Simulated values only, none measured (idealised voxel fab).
Proc. module: voxel local oxidation
For reference, the cross-section in this document is cut, with width 280 nm and square cells of 5 nm.
In what follows, cross-sections appear as grids of square cells, described through bands that run from the top down, where every band is one or more rows of cells.
For a band, the entry starts with two heights in nm, that of the top and then that of the bottom, and carries on with the band's materials in order from left to right, each alongside its width in nm; the word "everywhere" beside a single material means it fills the band edge to edge, and "empty" means empty space.
Height reference: 0 = level under which incoming wafer is all one material. Lowest band: no bottom, runs on downward, e.g. "top 0, no bottom".
Graded width ("30->40"): value in top row of band = first number; value in bottom row = second number; row-to-row change constant.
Reading "remains unaltered" for a step: not a cell of the cross-section changed in it.
Closed empty spaces (no open way to the top) of 8 cells or more are what "Fully closed voids" lists, each as width x height at distance from the left edge, nm for all three.
Anything after a step's settings on that line? It's the simulator's own note about the step.
You can add "overlay nm" to a step's line. For a step with a mask, it describes how far the mask lay to the right of its planned position, and a negative number describes a lay to the left.

**Planned process steps**
1 RECEIVE, material Si
2 CONFORMAL_DEP, material SiO2, thk nm 5
3 CONFORMAL_DEP, material SiN, thk nm 10
4 DIRECTIONAL_DEP, material aC, thk nm 15
5 PATTERN, tone cover, mask id ACTIVE, material resist, width nm 90, thk nm 35, overlay nm 0
6 DIRECTIONAL_ETCH, etch materials aC, depth nm 15
7 STRIP, etch materials resist
8 DIRECTIONAL_ETCH, etch materials SiN, depth nm 10
9 STRIP, etch materials aC
10 SELECTIVE_ETCH, etch materials SiO2, depth nm 5
11 OXIDIZE, depth nm 15
12 STRIP, etch materials SiN

**Cross-section of the incoming wafer, state after step 1**
    top 0, no bottom: Si everywhere
    Fully closed voids: none

**First of two wafers: cross-section at end of module, run per plan**
    top 5, bottom 0: 100 of empty, 80 of SiO2, 100 of empty
    top 0, bottom -15: 115 of SiO2, 50 of Si, 115 of SiO2
    top -15, no bottom: Si everywhere
    Fully closed voids: none

**Cross-section, wafer two of two, end of module: same start and plan as wafer one, one error in execution**
    top 0, bottom -15: 115 of empty, 50 of Si, 115 of empty
    top -15, no bottom: Si everywhere
    Fully closed voids: none
The plan and the run diverged here: the process deviated at step 12: the operation and settings actually run there were STRIP, etch materials SiO2
The closing comparison, in cells, has the second wafer with more or fewer of some materials than the first: 154 fewer of SiO2
